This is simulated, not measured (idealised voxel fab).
process module | voxel released beams
cross-section cut | 250 nm wide | cells 5 nm
A cross-section is a grid of square cells, given in bands from the top down. A band is one or more rows of cells.
Each band's line starts with the height of the band's top and of its bottom, in nm. Then come its materials from left to right, each with its width in nm. One material with "throughout" fills the band from edge to edge. "air" is empty space.
Height 0 is the level under which the wafer as received is all one material. The lowest band goes on downwards, as in "0 down".
A width such as "30 to 40" changes by the same amount from each row of cells to the next, from the band's top row to its bottom row.
"no change" after a step means that no cell of the cross-section changed.
closed voids: empty space of 8 cells or more with no open way to the top, each as width x height at its distance from the left edge, in nm
after a step's settings: what the simulator itself notes on the step
overlay nm, on a step with a mask: how far to the right of its planned place the mask lay; to the left if negative
plan
1 op RECEIVE | material Si
2 op CONFORMAL_DEP | material SiN | thk nm 10
3 op DIRECTIONAL_DEP | material SiO2 | thk nm 10
4 op PATTERN | tone open | mask id ANCHOR | material resist | width nm 25 | thk nm 15 | overlay nm 0
5 op DIRECTIONAL_ETCH | etch materials SiO2 | depth nm 10
6 op STRIP | etch materials resist
7 op CONFORMAL_DEP | material polySi | thk nm 10
8 op PATTERN | tone cover | mask id BEAM | material resist | width nm 100 | thk nm 20 | overlay nm 0
9 op DIRECTIONAL_ETCH | etch materials polySi | depth nm 10
10 op STRIP | etch materials resist
11 op STRIP | etch materials SiO2
first wafer, as planned
as received, after step 1
  0 down: Si throughout
  closed voids: none
after step 2
  10 to 0: SiN throughout
  below 0: unchanged
after step 3
  20 to 10: SiO2 throughout
  below 10: unchanged
after step 4
  35 to 20: resist 75 | air 25 | resist 150
  below 20: unchanged
after step 5
  35 to 20: resist 75 | air 25 | resist 150
  20 to 10: SiO2 75 | air 25 | SiO2 150
  below 10: unchanged
after step 6
  20 to 10: SiO2 75 | air 25 | SiO2 150
  below 10: unchanged
after step 7
  30 to 20: polySi 85 | air 5 | polySi 160
  20 to 10: SiO2 75 | polySi 25 | SiO2 150
  below 10: unchanged
after step 8
  50 to 30: air 70 | resist 100 | air 80
  30 to 20: polySi 85 | resist 5 | polySi 160
  below 20: unchanged
after step 9
  50 to 30: air 70 | resist 100 | air 80
  30 to 20: air 70 | polySi 15 | resist 5 | polySi 80 | air 80
  below 20: unchanged
after step 10
  30 to 20: air 70 | polySi 15 | air 5 | polySi 80 | air 80
  below 20: unchanged
after step 11
  30 to 20: air 70 | polySi 15 | air 5 | polySi 80 | air 80
  20 to 10: air 75 | polySi 25 | air 150
  below 10: unchanged
second wafer: like start, like plan, one mistake. Through step 5 it matches the first wafer
when step 6 should have ended
  20 to 10: SiO2 75 | air 25 | SiO2 150
  below 10: unchanged
when step 7 should have ended
  30 to 20: polySi 85 | air 5 | polySi 160
  20 to 10: SiO2 75 | polySi 25 | SiO2 150
  below 10: unchanged
when step 8 should have ended
  50 to 30: air 70 | resist 100 | air 80
  30 to 20: polySi 85 | resist 5 | polySi 160
  below 20: unchanged
when step 9 should have ended
  50 to 30: air 70 | resist 100 | air 80
  30 to 20: air 70 | polySi 15 | resist 5 | polySi 80 | air 80
  below 20: unchanged
when step 10 should have ended
  30 to 20: air 70 | polySi 15 | air 5 | polySi 80 | air 80
  below 20: unchanged
when step 11 should have ended
  30 to 20: air 70 | polySi 15 | air 5 | polySi 80 | air 80
  20 to 10: air 75 | polySi 25 | air 150
  below 10: unchanged
what went wrong: step 6 was run twice
at the end the two cross-sections are the same: no effect in what this model computes
